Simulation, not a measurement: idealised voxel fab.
Proc. module: voxel self aligned vias
285 nm wide, 5 nm square cells: that's cross-section cut.
This document writes a cross-section as a grid whose cells are square, and gives it as bands, listed from the top down; one or more rows of cells form a band.
The band entry comprises the height of the band's top followed by the height of its bottom, expressed in nm, and subsequently the band's materials from left to right, each stated together with its width in nm. Where a single material is marked with the word "all across", that material fills the band from edge to edge. The word "empty" represents empty space.
Height is counted from the level 0, under which the received wafer is composed throughout of one material. The lowest of the bands is not closed at the bottom but continues downward, in the notation "z 0 and below".
When a width is written as two numbers, as in "30->40", the first number is the width in the top row of cells of the band and the second is the width in its bottom row, and the width changes by the same amount from each row to the next.
For the purposes of this document, the phrase "no modification" attached to a step denotes that no cell within the cross-section was modified by that step.
"Closed void catalog": empty spaces of 8 cells or more with no open way to the top, each given as width x height at distance, distance from the left edge, all in nm.
Post-settings text on a step line: simulator's own remark regarding the step.
Steps that use a mask can have "overlay nm" on their line. It says how far the mask sat to the right of where it was meant to be. Negative means to the left.

Intended process steps:
- 1: RECEIVE [material Si]
- 2: CONFORMAL_DEP [material SiO2] [thk nm 10]
- 3: CONFORMAL_DEP [material SiCN] [thk nm 5]
- 4: DIRECTIONAL_DEP [material lowk] [thk nm 30]
- 5: MASKED_ETCH [tone open] [mask id LINES] [width nm 30] [pitch nm 75] [etch materials lowk] [depth nm 30] [overlay nm 0]
- 6: CONFORMAL_DEP [material TiN] [thk nm 5]
- 7: FILL_DEP [material Ru] [thk nm 5]
- 8: CMP [height nm 45]
- 9: SELECTIVE_ETCH [etch materials W Ru TiN] [depth nm 5]
- 10: FILL_DEP [material SiN] [thk nm 5]
- 11: CMP [height nm 45]
- 12: DIRECTIONAL_DEP [material lowk] [thk nm 20]
- 13: MASKED_ETCH [tone open] [mask id VIAS] [width nm 50] [pitch nm 75] [etch materials lowk] [depth nm 20] [overlay nm 0]
- 14: MASKED_ETCH [tone open] [mask id VIAS] [width nm 50] [pitch nm 75] [etch materials SiN] [depth nm 5] [overlay nm 0]
- 15: CONFORMAL_DEP [material TiN] [thk nm 5]
- 16: FILL_DEP [material Cu] [thk nm 5]
- 17: CMP [height nm 65]
- 18: CONFORMAL_DEP [material SiCN] [thk nm 5]

As received, after step 1:
    z 0 and below = Si all across
    Closed void catalog: none

Starting wafer: above. Plan: above. Run: one mistake. Cross-section after the module: below:
    z 70 to 65 = SiCN all across
    z 65 to 45 = lowk: 80 / TiN: 5 / Cu: 40 / TiN: 5 / lowk: 25 / TiN: 5 / Cu: 40 / TiN: 5 / lowk: 80
    z 45 to 40 = lowk: 80 / TiN: 50 / lowk: 25 / TiN: 50 / lowk: 80
    z 40 to 25 = lowk: 80 / TiN: 15 / Ru: 20 / TiN: 15 / lowk: 25 / TiN: 15 / Ru: 20 / TiN: 15 / lowk: 80
    z 25 to 20 = lowk: 90 / TiN: 5 / Ru: 20 / TiN: 5 / lowk: 45 / TiN: 5 / Ru: 20 / TiN: 5 / lowk: 90
    z 20 to 15 = lowk: 90 / TiN: 30 / lowk: 45 / TiN: 30 / lowk: 90
    z 15 to 10 = SiCN all across
    z 10 to 0 = SiO2 all across
    z 0 and below = Si all across
    Closed void catalog: none
Finding, execution versus plan: regarding the plan, step 13 was run twice
